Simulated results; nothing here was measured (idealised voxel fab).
process module | voxel transistor to metal
cross-section cut | 205 nm wide | cells 5 nm
A cross-section is a grid of square cells, given in bands from the top down. A band is one or more rows of cells.
Each band's line starts with the height of the band's top and of its bottom, in nm. Then come its materials from left to right, each with its width in nm. One material with "throughout" fills the band from edge to edge. "air" is empty space.
Height 0 is the level under which the wafer as received is all one material. The lowest band goes on downwards, as in "0 down".
A width such as "30 to 40" changes by the same amount from each row of cells to the next, from the band's top row to its bottom row.
"no change" after a step means that no cell of the cross-section changed.
closed voids: empty space of 8 cells or more with no open way to the top, each as width x height at its distance from the left edge, in nm
after a step's settings: what the simulator itself notes on the step
overlay nm, on a step with a mask: how far to the right of its planned place the mask lay; to the left if negative
plan
1 op RECEIVE | material Si
2 op CONFORMAL_DEP | material SiO2 | thk nm 5
3 op CONFORMAL_DEP | material SiN | thk nm 15
4 op DIRECTIONAL_DEP | material aC | thk nm 15
5 op PATTERN | tone cover | mask id ACTIVE | material resist | width nm 115 | thk nm 35 | overlay nm 0
6 op DIRECTIONAL_ETCH | etch materials aC | depth nm 15
7 op STRIP | etch materials resist
8 op DIRECTIONAL_ETCH | etch materials SiN | depth nm 15
9 op DIRECTIONAL_ETCH | etch materials SiO2 | depth nm 5
10 op DIRECTIONAL_ETCH | etch materials Si | depth nm 30
11 op STRIP | etch materials aC
12 op OXIDIZE | depth nm 5
13 op FILL_DEP | material SiO2 | thk nm 5
14 op CMP | height nm 20
15 op SELECTIVE_ETCH | etch materials SiO2 | depth nm 15
16 op STRIP | etch materials SiN
17 op SELECTIVE_ETCH | etch materials SiO2 | depth nm 5
18 op OXIDIZE | depth nm 5
19 op DIRECTIONAL_DEP | material polySi | thk nm 20
20 op DIRECTIONAL_DEP | material SiCN | thk nm 15
21 op PATTERN | tone cover | mask id GATE | material resist | width nm 25 | thk nm 20 | overlay nm 0
22 op DIRECTIONAL_ETCH | etch materials SiCN | depth nm 25
23 op DIRECTIONAL_ETCH | etch materials polySi | depth nm 30
24 op STRIP | etch materials resist
25 op CONFORMAL_DEP | material SiO2 | thk nm 5
26 op DIRECTIONAL_ETCH | etch materials SiO2 | depth nm 5
27 op CONFORMAL_DEP | material SiN | thk nm 5
28 op DIRECTIONAL_ETCH | etch materials SiN | depth nm 5
29 op DIRECTIONAL_ETCH | etch materials SiO2 | depth nm 5
30 op DIRECTIONAL_ETCH | etch materials Si | depth nm 10
31 op EPI | material pSi | thk nm 15
32 op FILL_DEP | material SiO2 | thk nm 5
33 op CMP | height nm 35
34 op DIRECTIONAL_DEP | material SiO2 | thk nm 15
35 op PATTERN | tone open | mask id CONTACT | material resist | width nm 20 | pitch nm 75 | thk nm 20 | overlay nm 0
36 op DIRECTIONAL_ETCH | etch materials SiO2 | depth nm 50
37 op STRIP | etch materials resist
38 op CONFORMAL_DEP | material TiN | thk nm 5
39 op FILL_DEP | material Ru | thk nm 5
40 op CMP | height nm 50
41 op CONFORMAL_DEP | material SiN | thk nm 5
42 op DIRECTIONAL_DEP | material lowk | thk nm 15
43 op PATTERN | tone open | mask id METAL_1 | material resist | width nm 20 | pitch nm 75 | thk nm 15 | overlay nm 0
44 op DIRECTIONAL_ETCH | etch materials lowk | depth nm 15
45 op DIRECTIONAL_ETCH | etch materials SiN | depth nm 5
46 op STRIP | etch materials resist
47 op CONFORMAL_DEP | material TiN | thk nm 5
48 op FILL_DEP | material W | thk nm 5
49 op CMP | height nm 70
50 op CONFORMAL_DEP | material SiN | thk nm 5
as received, after step 1
  0 down: Si throughout
  closed voids: none
first wafer at the end, as planned
  75 to 70: SiN throughout
  70 to 55: lowk 55 | TiN 5 | W 10 | TiN 5 | lowk 55 | TiN 5 | W 10 | TiN 5 | lowk 55
  55 to 50: SiN 55 | TiN 20 | SiN 55 | TiN 20 | SiN 55
  50 to 35: SiO2 55 | TiN 5 | Ru 10 | TiN 5 | SiO2 55 | TiN 5 | Ru 10 | TiN 5 | SiO2 55
  35 to 20: SiO2 55 | TiN 5 | Ru 10 | TiN 5 | SiO2 5 | SiN 5 | SiO2 5 | SiCN 25 | SiO2 5 | SiN 5 | SiO2 5 | TiN 5 | Ru 10 | TiN 5 | SiO2 55
  20 to 15: SiO2 55 | TiN 5 | Ru 10 | TiN 5 | SiO2 5 | SiN 5 | SiO2 5 | polySi 25 | SiO2 5 | SiN 5 | SiO2 5 | TiN 5 | Ru 10 | TiN 5 | SiO2 55
  15 to 10: SiO2 55 | TiN 20 | SiO2 5 | SiN 5 | SiO2 5 | polySi 25 | SiO2 5 | SiN 5 | SiO2 5 | TiN 20 | SiO2 55
  10 to 0: SiO2 55 | TiN 10 | pSi 15 | SiN 5 | SiO2 5 | polySi 25 | SiO2 5 | SiN 5 | pSi 15 | TiN 10 | SiO2 55
  0 to -5: SiO2 45 | pSi 35 | SiO2 45 | pSi 35 | SiO2 45
  -5 to -15: SiO2 50 | pSi 30 | Si 45 | pSi 30 | SiO2 50
  -15 to -35: SiO2 50 | Si 105 | SiO2 50
  -35 down: Si throughout
  closed voids: none
second wafer at the end: like start, like plan, one mistake
  75 to 70: SiN throughout
  70 to 55: lowk 55 | TiN 5 | W 10 | TiN 5 | lowk 55 | TiN 5 | W 10 | TiN 5 | lowk 55
  55 to 50: SiN 55 | TiN 20 | SiN 55 | TiN 20 | SiN 55
  50 to 35: SiO2 55 | TiN 5 | Ru 10 | TiN 5 | SiO2 55 | TiN 5 | Ru 10 | TiN 5 | SiO2 55
  35 to 20: SiO2 55 | TiN 5 | Ru 10 | TiN 5 | SiO2 5 | SiN 5 | SiO2 5 | SiCN 25 | SiO2 5 | SiN 5 | SiO2 5 | TiN 5 | Ru 10 | TiN 5 | SiO2 55
  20 to 15: SiO2 55 | TiN 5 | Ru 10 | TiN 5 | SiO2 5 | SiN 5 | SiO2 5 | polySi 25 | SiO2 5 | SiN 5 | SiO2 5 | TiN 5 | Ru 10 | TiN 5 | SiO2 55
  15 to 10: SiO2 55 | TiN 20 | SiO2 5 | SiN 5 | SiO2 5 | polySi 25 | SiO2 5 | SiN 5 | SiO2 5 | TiN 20 | SiO2 55
  10 to 5: SiO2 55 | TiN 10 | pSi 15 | SiN 5 | SiO2 5 | polySi 25 | SiO2 5 | SiN 5 | pSi 15 | TiN 10 | SiO2 55
  5 to 0: SiO2 45 | pSi 35 | SiN 5 | SiO2 5 | polySi 25 | SiO2 5 | SiN 5 | pSi 35 | SiO2 45
  0 to -5: SiO2 45 | pSi 35 | SiO2 45 | pSi 35 | SiO2 45
  -5 to -10: SiO2 55 | pSi 25 | Si 45 | pSi 25 | SiO2 55
  -10 to -15: SiO2 50 | Si 5 | pSi 25 | Si 45 | pSi 25 | Si 5 | SiO2 50
  -15 to -35: SiO2 50 | Si 105 | SiO2 50
  -35 down: Si throughout
  closed voids: none
what went wrong: step 2 was left out
at the end the second wafer has, in cells: 2 more of Si | 2 fewer of SiO2 | 4 fewer of TiN | 4 more of pSi
